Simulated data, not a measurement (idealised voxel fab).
process module | voxel trench capacitor
cross-section cut | 245 nm wide | cells 5 nm
A cross-section is a grid of square cells, given in bands from the top down. A band is one or more rows of cells.
Each band's line starts with the height of the band's top and of its bottom, in nm. Then come its materials from left to right, each with its width in nm. One material with "throughout" fills the band from edge to edge. "air" is empty space.
Height 0 is the level under which the wafer as received is all one material. The lowest band goes on downwards, as in "0 down".
A width such as "30 to 40" changes by the same amount from each row of cells to the next, from the band's top row to its bottom row.
"no change" after a step means that no cell of the cross-section changed.
closed voids: empty space of 8 cells or more with no open way to the top, each as width x height at its distance from the left edge, in nm
after a step's settings: what the simulator itself notes on the step
overlay nm, on a step with a mask: how far to the right of its planned place the mask lay; to the left if negative
plan
1 op RECEIVE | material Si
2 op CONFORMAL_DEP | material SiN | thk nm 10
3 op DIRECTIONAL_DEP | material aC | thk nm 10
4 op PATTERN | tone open | mask id TRENCH | material resist | width nm 25 | pitch nm 45 | thk nm 25 | overlay nm 0
5 op DIRECTIONAL_ETCH | etch materials aC | depth nm 10
6 op STRIP | etch materials resist
7 op DIRECTIONAL_ETCH | etch materials SiN | depth nm 10
8 op DIRECTIONAL_ETCH | etch materials Si | depth nm 35
9 op STRIP | etch materials aC
10 op CONFORMAL_DEP | material Al2O3 | thk nm 5
11 op CONFORMAL_DEP | material TiN | thk nm 5
12 op FILL_DEP | material W | thk nm 10
13 op CMP | height nm 10
as received, after step 1
  0 down: Si throughout
  closed voids: none
a wafer at the end: this start, this plan, one mistake
  10 to 0: SiN 90 | Al2O3 5 | TiN 10 | Al2O3 5 | SiN 25 | Al2O3 5 | TiN 10 | Al2O3 5 | SiN 90
  0 to -30: Si 90 | Al2O3 5 | TiN 10 | Al2O3 5 | Si 25 | Al2O3 5 | TiN 10 | Al2O3 5 | Si 90
  -30 to -35: Si 90 | Al2O3 20 | Si 25 | Al2O3 20 | Si 90
  -35 down: Si throughout
  closed voids: none
what went wrong: step 4 ran as: op PATTERN | tone open | mask id TRENCH | material resist | width nm 20 | pitch nm 45 | thk nm 25 | overlay nm 0
